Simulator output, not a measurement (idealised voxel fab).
Documented hereafter: the process module known as voxel released beams.
250 nm wide, 5 nm square cells: that's cross-section cut.
Cross-sections here: square-cell grids, written as top-down lists of bands, a band being one or more rows of cells. Per band: top height and bottom height in nm, followed by the left-to-right materials and their widths in nm; "edge to edge" marks a single material spanning edge to edge, "blank" marks empty space. Basically, 0 is our baseline, since under it the wafer straight out of the box is all one material. The bottom band has no lower end and keeps on going down, so it looks like "top 0, no bottom". A width such as "30->40" changes by the same amount from each row of cells to the next, from the band's top row to its bottom row. The cross-section has no changed cell in any step marked "everything unchanged". In "Trapped cavities" the enclosed voids are listed, meaning empty spaces of 8 cells or larger without any opening to the top. The form is width x height at distance, distance from the left edge, units nm. That trailing text on a step's line, after the settings, is the simulator's own remark on the step. A step line may carry the setting "overlay nm", which, for steps involving a mask, states the distance by which the mask lay to the right of its intended position; negative values denote displacement to the left.
plan
- 1: RECEIVE [material Si]
- 2: CONFORMAL_DEP [material SiN] [thk nm 5]
- 3: DIRECTIONAL_DEP [material SiO2] [thk nm 10]
- 4: MASKED_ETCH [tone open] [mask id ANCHOR] [width nm 40] [etch materials SiO2] [depth nm 10] [overlay nm 0]
- 5: CONFORMAL_DEP [material polySi] [thk nm 15]
- 6: DIRECTIONAL_DEP [material aC] [thk nm 10]
- 7: PATTERN [tone cover] [mask id BEAM] [material resist] [width nm 115] [thk nm 25] [overlay nm 0]
- 8: DIRECTIONAL_ETCH [etch materials aC] [depth nm 10]
- 9: STRIP [etch materials resist]
- 10: DIRECTIONAL_ETCH [etch materials polySi] [depth nm 15]
- 11: STRIP [etch materials aC]
- 12: STRIP [etch materials SiO2]
First of two wafers: run as planned
As-received wafer cross-section (after step 1)
* top 0, no bottom: Si edge to edge
* Trapped cavities: none
Once step 2 is through, the wafer looks like this in cross-section
* top 5, bottom 0: SiN edge to edge
* Everything below 0 is unchanged.
Once step 3 is through, the wafer looks like this in cross-section
* top 15, bottom 5: SiO2 edge to edge
* Everything below 5 is unchanged.
Once step 4 is through, the wafer looks like this in cross-section
* top 15, bottom 5: SiO2: 70, blank: 40, SiO2: 140
* Everything below 5 is unchanged.
Once step 5 is through, the wafer looks like this in cross-section
* top 30, bottom 20: polySi: 85, blank: 10, polySi: 155
* top 20, bottom 15: polySi edge to edge
* top 15, bottom 5: SiO2: 70, polySi: 40, SiO2: 140
* Everything below 5 is unchanged.
Once step 6 is through, the wafer looks like this in cross-section
* top 40, bottom 30: aC: 85, blank: 10, aC: 155
* top 30, bottom 20: polySi: 85, aC: 10, polySi: 155
* Everything below 20 is unchanged.
Once step 7 is through, the wafer looks like this in cross-section
* top 65, bottom 40: blank: 65, resist: 115, blank: 70
* top 40, bottom 30: aC: 85, resist: 10, aC: 155
* Everything below 30 is unchanged.
Once step 8 is through, the wafer looks like this in cross-section
* top 55, bottom 40: blank: 65, resist: 115, blank: 70
* top 40, bottom 30: blank: 65, aC: 20, resist: 10, aC: 85, blank: 70
* Everything below 30 is unchanged.
Once step 9 is through, the wafer looks like this in cross-section
* top 40, bottom 30: blank: 65, aC: 20, blank: 10, aC: 85, blank: 70
* Everything below 30 is unchanged.
Once step 10 is through, the wafer looks like this in cross-section
* top 40, bottom 30: blank: 65, aC: 20, blank: 10, aC: 85, blank: 70
* top 30, bottom 20: blank: 65, polySi: 20, aC: 10, polySi: 85, blank: 70
* top 20, bottom 15: blank: 65, polySi: 115, blank: 70
* Everything below 15 is unchanged.
Once step 11 is through, the wafer looks like this in cross-section
* top 30, bottom 20: blank: 65, polySi: 20, blank: 10, polySi: 85, blank: 70
* Everything below 20 is unchanged.
Once step 12 is through, the wafer looks like this in cross-section
* top 30, bottom 20: blank: 65, polySi: 20, blank: 10, polySi: 85, blank: 70
* top 20, bottom 15: blank: 65, polySi: 115, blank: 70
* top 15, bottom 5: blank: 70, polySi: 40, blank: 140
* Everything below 5 is unchanged.
The second wafer was prepared from the same starting point and under the same plan as the first; its processing contained one mistake, and it remains indistinguishable from the first wafer up to and including step 4
Cross-sectional representation of the second wafer at the time designated in the plan for the completion of step 5
* top 45, bottom 15: polySi edge to edge
* top 15, bottom 5: SiO2: 70, polySi: 40, SiO2: 140
* Everything below 5 is unchanged.
Cross-sectional representation of the second wafer at the time designated in the plan for the completion of step 6
* top 55, bottom 45: aC edge to edge
* Everything below 45 is unchanged.
Cross-sectional representation of the second wafer at the time designated in the plan for the completion of step 7
* top 80, bottom 55: blank: 65, resist: 115, blank: 70
* Everything below 55 is unchanged.
Cross-sectional representation of the second wafer at the time designated in the plan for the completion of step 8
* top 70, bottom 55: blank: 65, resist: 115, blank: 70
* top 55, bottom 45: blank: 65, aC: 115, blank: 70
* Everything below 45 is unchanged.
Cross-sectional representation of the second wafer at the time designated in the plan for the completion of step 9
* top 55, bottom 45: blank: 65, aC: 115, blank: 70
* Everything below 45 is unchanged.
Cross-sectional representation of the second wafer at the time designated in the plan for the completion of step 10
* top 55, bottom 45: blank: 65, aC: 115, blank: 70
* top 45, bottom 30: blank: 65, polySi: 115, blank: 70
* Everything below 30 is unchanged.
Cross-sectional representation of the second wafer at the time designated in the plan for the completion of step 11
* top 45, bottom 30: blank: 65, polySi: 115, blank: 70
* Everything below 30 is unchanged.
Cross-sectional representation of the second wafer at the time designated in the plan for the completion of step 12: everything unchanged
Finding, execution versus plan: it should be noted that step 5 of the plan was executed twice
In the final state, the cell counts of the second wafer exceed or fall short of those of the first for the following materials: SiO2 +84, polySi +154
